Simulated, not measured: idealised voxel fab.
This is a process module. Its name is voxel self aligned vias.
The width of the displayed cross-section, cut, is 250 nm; its cells are square, with a size of 5 nm.
Cross-section, as written here: a square-cell grid given band by band from the top down, where a band holds one or more rows of cells. In this notation a band is specified by the heights of its top and bottom, in that order and in nm, after which its materials appear from left to right, each paired with its width in nm. The word "edge to edge" attached to a single material means that material fills the band from edge to edge; the word "blank" stands for empty space. Where do heights start? At 0: under that level the wafer as delivered is made of one material only. And the lowest band has no floor; it just carries on downward, as in "top 0, no bottom". So if you see something like "30 to 40" for the width, read it as the top row of the band sitting at the first number and the bottom row at the second, with every row in between moving by the same amount as the last. The cross-section has no changed cell in any step marked "no alterations made". This entry, "Fully sealed voids", enumerates those empty regions of no fewer than 8 cells that possess no open connection to the top. Each region is reported in the form width x height at distance, the distance being taken from the left edge, with all three quantities expressed in nm. The remark found on a step's line after its settings is issued by the simulator itself and pertains to that step. A step's line can hold "overlay nm"; with a mask on that step, the setting says how far right of the planned place the mask lay, while a negative setting says it lay to the left.
## Planned step list for the process
1: op RECEIVE | material Si
2: op CONFORMAL_DEP | material SiO2 | thk nm 10
3: op CONFORMAL_DEP | material SiCN | thk nm 5
4: op DIRECTIONAL_DEP | material lowk | thk nm 30
5: op DIRECTIONAL_DEP | material aC | thk nm 10
6: op PATTERN | tone open | mask id LINES | material resist | width nm 20 | pitch nm 70 | thk nm 25 | overlay nm 0
7: op DIRECTIONAL_ETCH | etch materials aC | depth nm 10
8: op STRIP | etch materials resist
9: op DIRECTIONAL_ETCH | etch materials lowk | depth nm 30
10: op STRIP | etch materials aC
11: op CONFORMAL_DEP | material TiN | thk nm 5
12: op FILL_DEP | material Ru | thk nm 10
13: op CMP | height nm 45
14: op SELECTIVE_ETCH | etch materials W Ru TiN | depth nm 10
15: op FILL_DEP | material SiN | thk nm 10
16: op CMP | height nm 45
17: op DIRECTIONAL_DEP | material lowk | thk nm 15
18: op DIRECTIONAL_DEP | material aC | thk nm 10
19: op PATTERN | tone open | mask id VIAS | material resist | width nm 40 | pitch nm 70 | thk nm 25 | overlay nm 0
20: op DIRECTIONAL_ETCH | etch materials aC | depth nm 10
21: op STRIP | etch materials resist
22: op DIRECTIONAL_ETCH | etch materials lowk | depth nm 15
23: op DIRECTIONAL_ETCH | etch materials SiN | depth nm 10
24: op STRIP | etch materials aC
25: op CONFORMAL_DEP | material TiN | thk nm 5
26: op FILL_DEP | material Ru | thk nm 5
27: op CMP | height nm 60
28: op CONFORMAL_DEP | material SiCN | thk nm 5
## As-received wafer cross-section (after step 1)
	top 0, no bottom: Si edge to edge
	Fully sealed voids: none
## Same starting wafer, same plan as above, one mistake in the execution; this is the cross-section at the end of the module
	top 65, bottom 60: SiCN edge to edge
	top 60, bottom 45: lowk (70); TiN (5); Ru (30); TiN (5); lowk (30); TiN (5); Ru (30); TiN (5); lowk (70)
	top 45, bottom 40: SiN (70); TiN (15); Ru (10); TiN (15); SiN (30); TiN (15); Ru (10); TiN (15); SiN (70)
	top 40, bottom 35: lowk (80); TiN (20); lowk (50); TiN (20); lowk (80)
	top 35, bottom 15: lowk (80); TiN (5); Ru (10); TiN (5); lowk (50); TiN (5); Ru (10); TiN (5); lowk (80)
	top 15, bottom 10: lowk (80); TiN (20); lowk (50); TiN (20); lowk (80)
	top 10, bottom 0: SiO2 edge to edge
	top 0, no bottom: Si edge to edge
	Fully sealed voids: none
Deviation noted in wafer processing: heads up, step 3 of the plan was skipped and never actually ran
